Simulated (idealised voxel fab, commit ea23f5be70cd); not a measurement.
Process module name: voxel self aligned vias
We display cut, a cross-section 230 nm in width whose square cells are each 5 nm.
Just so we're on the same page, the cross-sections are grids of square cells, and they're listed out in bands top to bottom, each band one or more rows deep.
Look at the band entry: it leads with the top's height and the bottom's height in nm. Then it lists the materials left to right, with a width in nm for each. The word "everywhere" on a single material says that material fills the band edge to edge. The word "air" is empty space.
Heights are measured from 0, the level below which the as-received wafer is all one material; the lowest band has no bottom and continues downward, written as in "from 0 down".
With a width like "30->40", each row of cells in the band differs from the next by the same amount, the top row carrying the first number and the bottom row the second.
Step marked "nothing different"? Then no cell in the cross-section changed in it.
The entry "Closed cavity list" lists the empty spaces that cover at least 8 cells and have no open path to the top. Each is written as width x height at distance, where the distance is measured from the left edge and all three values are in nm.
It should be noted that, on the line of a given step, the content following the step's settings is a remark produced by the simulator itself with respect to that step.
overlay nm: step with mask; distance mask lay right of planned place; negative value = left of planned place.

# The process steps that were planned are listed below
1. RECEIVE: material Si
2. CONFORMAL_DEP: material SiO2, thk nm 10
3. CONFORMAL_DEP: material SiCN, thk nm 5
4. DIRECTIONAL_DEP: material SiO2, thk nm 25
5. PATTERN: tone open, mask id LINES, material resist, width nm 20, pitch nm 55, thk nm 20, overlay nm 0
6. DIRECTIONAL_ETCH: etch materials SiO2, depth nm 25
7. STRIP: etch materials resist
8. CONFORMAL_DEP: material TiN, thk nm 5
9. FILL_DEP: material W, thk nm 5
10. CMP: height nm 40
11. SELECTIVE_ETCH: etch materials W Ru TiN, depth nm 10
12. FILL_DEP: material SiN, thk nm 10
13. CMP: height nm 40
14. DIRECTIONAL_DEP: material SiO2, thk nm 20
15. DIRECTIONAL_DEP: material aC, thk nm 15
16. PATTERN: tone open, mask id VIAS, material resist, width nm 40, pitch nm 55, thk nm 30, overlay nm 0
17. DIRECTIONAL_ETCH: etch materials aC, depth nm 15
18. STRIP: etch materials resist
19. DIRECTIONAL_ETCH: etch materials SiO2, depth nm 20
20. DIRECTIONAL_ETCH: etch materials SiN, depth nm 10
21. STRIP: etch materials aC
22. CONFORMAL_DEP: material TiN, thk nm 5
23. FILL_DEP: material Ru, thk nm 5
24. CMP: height nm 60
25. CONFORMAL_DEP: material SiCN, thk nm 5

# The cross-section here shows the wafer as received, i.e. in its state after step 1
from 0 down = Si everywhere
Closed cavity list: none

# Post-module cross-section of the first of two wafers (run per plan)
from 65 to 60 = SiCN everywhere
from 60 to 45 = SiO2 (65)  TiN (5)  Ru (30)  TiN (5)  SiO2 (15)  TiN (5)  Ru (30)  TiN (5)  SiO2 (70)
from 45 to 35 = SiO2 (65->75)  TiN (15->5)  Ru (10)  TiN (15->5)  SiO2 (15->35)  TiN (15->5)  Ru (10)  TiN (15->5)  SiO2 (70->80)
from 35 to 30 = SiO2 (75)  TiN (20)  SiO2 (35)  TiN (20)  SiO2 (80)
from 30 to 20 = SiO2 (75)  TiN (5)  W (10)  TiN (5)  SiO2 (35)  TiN (5)  W (10)  TiN (5)  SiO2 (80)
from 20 to 15 = SiO2 (75)  TiN (20)  SiO2 (35)  TiN (20)  SiO2 (80)
from 15 to 10 = SiCN everywhere
from 10 to 0 = SiO2 everywhere
from 0 down = Si everywhere
Closed cavity list: none

# Second of two wafers, module complete, sectioned: it shares the first wafer's start and plan but was run with one mistake
from 70 to 65 = SiCN everywhere
from 65 to 60 = TiN (70)  Ru (30)  TiN (25)  Ru (30)  TiN (75)
from 60 to 45 = SiO2 (65)  TiN (5)  Ru (30)  TiN (5)  SiO2 (15)  TiN (5)  Ru (30)  TiN (5)  SiO2 (70)
from 45 to 35 = SiO2 (65->75)  TiN (15->5)  Ru (10)  TiN (15->5)  SiO2 (15->35)  TiN (15->5)  Ru (10)  TiN (15->5)  SiO2 (70->80)
from 35 to 30 = SiO2 (75)  TiN (20)  SiO2 (35)  TiN (20)  SiO2 (80)
from 30 to 20 = SiO2 (75)  TiN (5)  W (10)  TiN (5)  SiO2 (35)  TiN (5)  W (10)  TiN (5)  SiO2 (80)
from 20 to 15 = SiO2 (75)  TiN (20)  SiO2 (35)  TiN (20)  SiO2 (80)
from 15 to 10 = SiCN everywhere
from 10 to 0 = SiO2 everywhere
from 0 down = Si everywhere
Closed cavity list: none
What was done differently from what was planned? the process deviated at step 24: the operation and settings actually run there were CMP: height nm 65
Looking at both finished wafers in cells, the second ends up ahead of or behind the first on some materials: Ru: 12 more | TiN: 34 more
